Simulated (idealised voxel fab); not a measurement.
Title: Process Module voxel transistor to metal
The figure presents cross-section cut, which has a width of 165 nm and is divided into square cells with an edge length of 5 nm.
Cross-sections here: square-cell grids, written as top-down lists of bands, a band being one or more rows of cells. The entry gives the band's vertical extent as a top height and a bottom height in nm, then its horizontal make-up as materials from left to right, each with a width in nm. "empty" stands for empty space; a single material marked "full width" fills the band edge to edge. Beneath 0, the wafer as received is one material, and that level is where height counting begins. The lowest band goes on downward without a bottom; it is written like "z 0 and below". Graded width ("30..40"): value in top row of band = first number; value in bottom row = second number; row-to-row change constant. You'll sometimes find "no modification" written for a step, and that's the way of saying that nowhere in the cross-section did a cell change during that step. "Voids, fully enclosed" means: voids of 8 cells or more that are shut off from the top with no open way through. Written width x height at distance, distance from the left edge, in nm. What comes after the settings on a step's line is commentary from the simulator itself on that step. overlay nm: mask offset rightward from planned place, masked step; negative means leftward offset.
### Listed below are the process steps as planned
1: op RECEIVE | material Si
2: op CONFORMAL_DEP | material SiO2 | thk nm 5
3: op CONFORMAL_DEP | material SiN | thk nm 15
4: op DIRECTIONAL_DEP | material aC | thk nm 10
5: op PATTERN | tone cover | mask id ACTIVE | material resist | width nm 105 | thk nm 30 | overlay nm 0
6: op DIRECTIONAL_ETCH | etch materials aC | depth nm 10
7: op STRIP | etch materials resist
8: op DIRECTIONAL_ETCH | etch materials SiN | depth nm 15
9: op DIRECTIONAL_ETCH | etch materials SiO2 | depth nm 5
10: op DIRECTIONAL_ETCH | etch materials Si | depth nm 30
11: op STRIP | etch materials aC
12: op OXIDIZE | depth nm 5
13: op FILL_DEP | material SiO2 | thk nm 10
14: op CMP | height nm 20
15: op SELECTIVE_ETCH | etch materials SiO2 | depth nm 10
16: op STRIP | etch materials SiN
17: op SELECTIVE_ETCH | etch materials SiO2 | depth nm 5
18: op OXIDIZE | depth nm 5
19: op DIRECTIONAL_DEP | material polySi | thk nm 20
20: op DIRECTIONAL_DEP | material SiCN | thk nm 10
21: op PATTERN | tone cover | mask id GATE | material resist | width nm 35 | thk nm 20 | overlay nm 0
22: op DIRECTIONAL_ETCH | etch materials SiCN | depth nm 20
23: op DIRECTIONAL_ETCH | etch materials polySi | depth nm 30
24: op STRIP | etch materials resist
25: op CONFORMAL_DEP | material SiO2 | thk nm 5
26: op DIRECTIONAL_ETCH | etch materials SiO2 | depth nm 5
27: op CONFORMAL_DEP | material SiN | thk nm 10
28: op DIRECTIONAL_ETCH | etch materials SiN | depth nm 10
29: op DIRECTIONAL_ETCH | etch materials SiO2 | depth nm 5
30: op DIRECTIONAL_ETCH | etch materials Si | depth nm 5
31: op EPI | material pSi | thk nm 5
32: op FILL_DEP | material SiO2 | thk nm 10
33: op CMP | height nm 20
34: op STRIP | etch materials polySi
35: op SELECTIVE_ETCH | etch materials SiO2 | depth nm 5
36: op CONFORMAL_DEP | material HfO2 | thk nm 5
37: op CONFORMAL_DEP | material TiN | thk nm 5
38: op FILL_DEP | material W | thk nm 10
39: op CMP | height nm 15
40: op DIRECTIONAL_DEP | material SiO2 | thk nm 15
41: op DIRECTIONAL_DEP | material aC | thk nm 10
42: op PATTERN | tone open | mask id CONTACT | material resist | width nm 15 | pitch nm 80 | thk nm 30 | overlay nm 0
43: op DIRECTIONAL_ETCH | etch materials aC | depth nm 10
44: op STRIP | etch materials resist
45: op DIRECTIONAL_ETCH | etch materials SiO2 | depth nm 30
46: op STRIP | etch materials aC
47: op CONFORMAL_DEP | material TiN | thk nm 5
48: op FILL_DEP | material Ru | thk nm 5
49: op CMP | height nm 30
50: op DIRECTIONAL_DEP | material TiN | thk nm 5
51: op DIRECTIONAL_DEP | material Ru | thk nm 20
52: op MASKED_ETCH | tone cover | mask id METAL_1 | width nm 15 | pitch nm 80 | etch materials Ru | depth nm 20 | overlay nm 0
53: op MASKED_ETCH | tone cover | mask id METAL_1 | width nm 15 | pitch nm 80 | etch materials TiN | depth nm 5 | overlay nm 0
54: op CONFORMAL_DEP | material SiN | thk nm 5
55: op FILL_DEP | material lowk | thk nm 10
56: op CMP | height nm 55
57: op CONFORMAL_DEP | material SiCN | thk nm 5
58: op DIRECTIONAL_DEP | material SiO2 | thk nm 25
59: op DIRECTIONAL_DEP | material aC | thk nm 10
60: op PATTERN | tone open | mask id METAL_2 | material resist | width nm 15 | pitch nm 80 | thk nm 25 | overlay nm 0
61: op DIRECTIONAL_ETCH | etch materials aC | depth nm 10
62: op STRIP | etch materials resist
63: op DIRECTIONAL_ETCH | etch materials SiO2 | depth nm 15
64: op STRIP | etch materials aC
65: op MASKED_ETCH | tone open | mask id METAL_2_HOLES | width nm 15 | pitch nm 80 | etch materials SiO2 | depth nm 10 | overlay nm 0
66: op MASKED_ETCH | tone open | mask id METAL_2_HOLES | width nm 15 | pitch nm 80 | etch materials SiCN | depth nm 5 | overlay nm 0
67: op CONFORMAL_DEP | material TiN | thk nm 5
68: op FILL_DEP | material Cu | thk nm 10
69: op CMP | height nm 85
70: op CONFORMAL_DEP | material SiN | thk nm 5
### Incoming wafer, cross-sectional view, post step 1
> z 0 and below: Si full width
> Voids, fully enclosed: none
### The module was run from the start shown above using the plan shown above, but one mistake was made doing it; the resulting wafer cross-section is below
> z 90 to 85: SiN full width
> z 85 to 80: Cu full width
> z 80 to 75: TiN=40, Cu=5, TiN=75, Cu=5, TiN=40
> z 75 to 70: SiO2=35, TiN=15, SiO2=65, TiN=15, SiO2=35
> z 70 to 60: SiO2 full width
> z 60 to 55: SiCN full width
> z 55 to 35: lowk=30, SiN=5, Ru=15, SiN=5, lowk=55, SiN=5, Ru=15, SiN=5, lowk=30
> z 35 to 30: SiN=35, TiN=15, SiN=65, TiN=15, SiN=35
> z 30 to 15: SiO2=35, TiN=5, Ru=5, TiN=5, SiO2=65, TiN=5, Ru=5, TiN=5, SiO2=35
> z 15 to 10: SiO2=35, TiN=5, Ru=5, TiN=5, SiN=10, HfO2=5, TiN=5, W=25, TiN=5, HfO2=5, SiN=10, TiN=5, Ru=5, TiN=5, SiO2=35
> z 10 to 5: SiO2=35, TiN=15, SiN=10, HfO2=5, TiN=5, W=25, TiN=5, HfO2=5, SiN=10, TiN=15, SiO2=35
> z 5 to 0: SiO2=30, SiN=10, TiN=10, SiN=10, HfO2=5, TiN=35, HfO2=5, SiN=10, TiN=10, SiN=10, SiO2=30
> z 0 to -5: SiO2=40, pSi=10, SiO2=10, HfO2=45, SiO2=10, pSi=10, SiO2=40
> z -5 to -10: SiO2=35, Si=5, pSi=10, Si=65, pSi=10, Si=5, SiO2=35
> z -10 to -35: SiO2=35, Si=95, SiO2=35
> z -35 and below: Si full width
> Voids, fully enclosed: none
Here's what went sideways: not per plan at step 65, really ran op MASKED_ETCH | tone cover | mask id METAL_2_HOLES | width nm 15 | pitch nm 80 | etch materials SiO2 | depth nm 10 | overlay nm 0
